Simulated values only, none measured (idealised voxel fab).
Documented hereafter: the process module known as voxel capacitor over wiring.
This is section cut - it's 230 nm across, gridded in 5 nm square cells.
We lay out every cross-section as a grid of square cells and spell it out in bands from the top down, where one band means one or more rows of cells.
Top height, bottom height, nm. Materials left to right, width each, nm. Single material + "throughout" = fills band edge to edge. "empty" = empty.
Zero point of the height axis is 0; under it, received wafer = one material. Lowest band: continues down indefinitely, "from 0 down".
When a width is written as two numbers, as in "30->40", the first number is the width in the top row of cells of the band and the second is the width in its bottom row, and the width changes by the same amount from each row to the next.
Step note "nothing was modified" = no cross-section cell changed.
In "Sealed void list" the enclosed voids are listed, meaning empty spaces of 8 cells or larger without any opening to the top. The form is width x height at distance, distance from the left edge, units nm.
That trailing text on a step's line, after the settings, is the simulator's own remark on the step.
"overlay nm", when on a step's line for a step with a mask, measures how far to the right of its planned place the mask lay; a negative measure means to the left.

**The planned process steps are enumerated hereunder**
step 1: RECEIVE with material Si
step 2: CONFORMAL_DEP with material SiO2, thk nm 15
step 3: DIRECTIONAL_DEP with material TiN, thk nm 5
step 4: DIRECTIONAL_DEP with material Ru, thk nm 15
step 5: MASKED_ETCH with tone cover, mask id METAL_1, width nm 25, pitch nm 80, etch materials Ru, depth nm 15, overlay nm 0
step 6: MASKED_ETCH with tone cover, mask id METAL_1, width nm 25, pitch nm 80, etch materials TiN, depth nm 5, overlay nm 0
step 7: FILL_DEP with material SiO2, thk nm 5
step 8: CMP with height nm 35
step 9: CONFORMAL_DEP with material SiCN, thk nm 5
step 10: DIRECTIONAL_DEP with material SiO2, thk nm 20
step 11: PATTERN with tone open, mask id PLUG_1, material resist, width nm 15, thk nm 20, overlay nm 0
step 12: DIRECTIONAL_ETCH with etch materials SiO2, depth nm 20
step 13: DIRECTIONAL_ETCH with etch materials SiCN, depth nm 5
step 14: STRIP with etch materials resist
step 15: CONFORMAL_DEP with material TiN, thk nm 5
step 16: FILL_DEP with material Cu, thk nm 5
step 17: CMP with height nm 60
step 18: DIRECTIONAL_DEP with material TiN, thk nm 5
step 19: DIRECTIONAL_DEP with material SiN, thk nm 5
step 20: DIRECTIONAL_DEP with material TiN, thk nm 10
step 21: PATTERN with tone cover, mask id UPPER_PLATE, material resist, width nm 60, thk nm 20, overlay nm 0
step 22: DIRECTIONAL_ETCH with etch materials TiN, depth nm 10
step 23: DIRECTIONAL_ETCH with etch materials SiN, depth nm 5
step 24: STRIP with etch materials resist
step 25: DIRECTIONAL_DEP with material aC, thk nm 15
step 26: PATTERN with tone cover, mask id LOWER_PLATE, material resist, width nm 70, thk nm 30, overlay nm 0
step 27: DIRECTIONAL_ETCH with etch materials aC, depth nm 15
step 28: STRIP with etch materials resist
step 29: DIRECTIONAL_ETCH with etch materials TiN, depth nm 5
step 30: STRIP with etch materials aC
step 31: FILL_DEP with material SiO2, thk nm 15
step 32: CMP with height nm 90
step 33: DIRECTIONAL_DEP with material aC, thk nm 10
step 34: PATTERN with tone open, mask id PLUG_2, material resist, width nm 15, thk nm 30, overlay nm 0
step 35: DIRECTIONAL_ETCH with etch materials aC, depth nm 10
step 36: STRIP with etch materials resist
step 37: DIRECTIONAL_ETCH with etch materials SiO2, depth nm 10
step 38: STRIP with etch materials aC
step 39: CONFORMAL_DEP with material TiN, thk nm 5
step 40: FILL_DEP with material Ru, thk nm 5
step 41: CMP with height nm 90
step 42: CONFORMAL_DEP with material SiCN, thk nm 5

**Incoming wafer in cross-section (state: after step 1)**
- from 0 down = Si throughout
- Sealed void list: none

**Post-module cross-section: identical start and plan to those above, one misstep in execution**
- from 95 to 90 = SiCN throughout
- from 90 to 85 = SiO2: 80, then TiN: 5, then Ru: 5, then TiN: 5, then SiO2: 135
- from 85 to 80 = SiO2: 80, then TiN: 15, then SiO2: 135
- from 80 to 70 = SiO2: 70, then TiN: 60, then SiO2: 100
- from 70 to 65 = SiO2: 70, then SiN: 60, then SiO2: 100
- from 65 to 60 = SiO2: 65, then TiN: 70, then SiO2: 95
- from 60 to 40 = SiO2: 70, then TiN: 5, then Cu: 5, then TiN: 5, then SiO2: 145
- from 40 to 35 = SiCN: 70, then TiN: 15, then SiCN: 145
- from 35 to 30 = SiO2 throughout
- from 30 to 15 = SiO2: 60, then Ru: 25, then SiO2: 55, then Ru: 25, then SiO2: 65
- from 15 to 0 = SiO2 throughout
- from 0 down = Si throughout
- Sealed void list: none
Where did the run depart from the plan? execution of step 3 of the plan did not take place, the step having been omitted
